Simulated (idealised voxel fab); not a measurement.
Herein follows the process module entitled voxel air gaps.
Cross-section cut: width 185 nm, square cells of 5 nm.
Throughout this document, each cross-section is represented as a grid of square cells and is presented as a sequence of bands enumerated from the top downward, where a band comprises one or more rows of cells. Top height, bottom height, nm. Materials left to right, width each, nm. Single material + "all across" = fills band edge to edge. "empty" = empty. Height datum 0, below which the as-received substrate wafer is one material. Lowest band open at the bottom, running downward: "0 down". It should be noted that a width expressed as "30 to 40" varies in equal increments from row to row of cells within the band, taking the value of the first number at the top row and that of the second number at the bottom row. Basically "left unchanged" means that step didn't change any cell in the cross-section. This entry, "Enclosed cavity list", enumerates those empty regions of no fewer than 8 cells that possess no open connection to the top. Each region is reported in the form width x height at distance, the distance being taken from the left edge, with all three quantities expressed in nm. What comes after the settings on a step's line is commentary from the simulator itself on that step. When a step includes a mask, the "overlay nm" setting on its line states how far to the right of its planned place that mask lay, and negative values state how far to the left.

[Here's what the planned process steps look like]
- 1: RECEIVE [material Si]
- 2: CONFORMAL_DEP [material SiO2] [thk nm 5]
- 3: CONFORMAL_DEP [material SiCN] [thk nm 5]
- 4: DIRECTIONAL_DEP [material lowk] [thk nm 40]
- 5: DIRECTIONAL_DEP [material aC] [thk nm 10]
- 6: PATTERN [tone open] [mask id LINES] [material resist] [width nm 20] [pitch nm 45] [thk nm 30] [overlay nm 0]
- 7: DIRECTIONAL_ETCH [etch materials aC] [depth nm 10]
- 8: STRIP [etch materials resist]
- 9: DIRECTIONAL_ETCH [etch materials lowk] [depth nm 40]
- 10: STRIP [etch materials aC]
- 11: CONFORMAL_DEP [material TiN] [thk nm 5]
- 12: FILL_DEP [material Cu] [thk nm 10]
- 13: CMP [height nm 60]
- 14: EPI [material Ru] [thk nm 10]
- 15: SELECTIVE_ETCH [etch materials lowk] [depth nm 50]
- 16: CONFORMAL_DEP [material SiCN] [thk nm 5]
It is noted that the wafers described herein are identical at the outset and are distinguished by the thk nm of step 2; the value stated in the plan corresponds to the first wafer.

[Incoming state of the first of several wafers in cross-section: after step 1]
- 0 down: Si all across
- Enclosed cavity list: none

[Note: the following table is arranged by wafer, a row apiece. Each row reports the end-of-module state: per material, cells gained (+) or cells lost (-) compared with the wafer as received; closed voids follow]
thk nm 5 | +85 Cu | +74 Ru | +74 SiCN | +37 SiO2 | +85 TiN | +200 lowk | Enclosed cavity list: none
thk nm 10 | +48 Cu | +74 Ru | +74 SiCN | +74 SiO2 | +85 TiN | +200 lowk | Enclosed cavity list: none
thk nm 15 | +42 Cu | +48 Ru | +150 SiCN | +111 SiO2 | +54 TiN | Enclosed cavity list: 15 x 30 at 60; 15 x 30 at 105
thk nm 20 | +36 Cu | +48 Ru | +144 SiCN | +148 SiO2 | +48 TiN | Enclosed cavity list: 15 x 25 at 60; 15 x 25 at 105
thk nm 25 | +30 Cu | +48 Ru | +138 SiCN | +185 SiO2 | +42 TiN | Enclosed cavity list: 15 x 20 at 60; 15 x 20 at 105
thk nm 30 | +24 Cu | +48 Ru | +132 SiCN | +222 SiO2 | +36 TiN | Enclosed cavity list: 15 x 15 at 60; 15 x 15 at 105
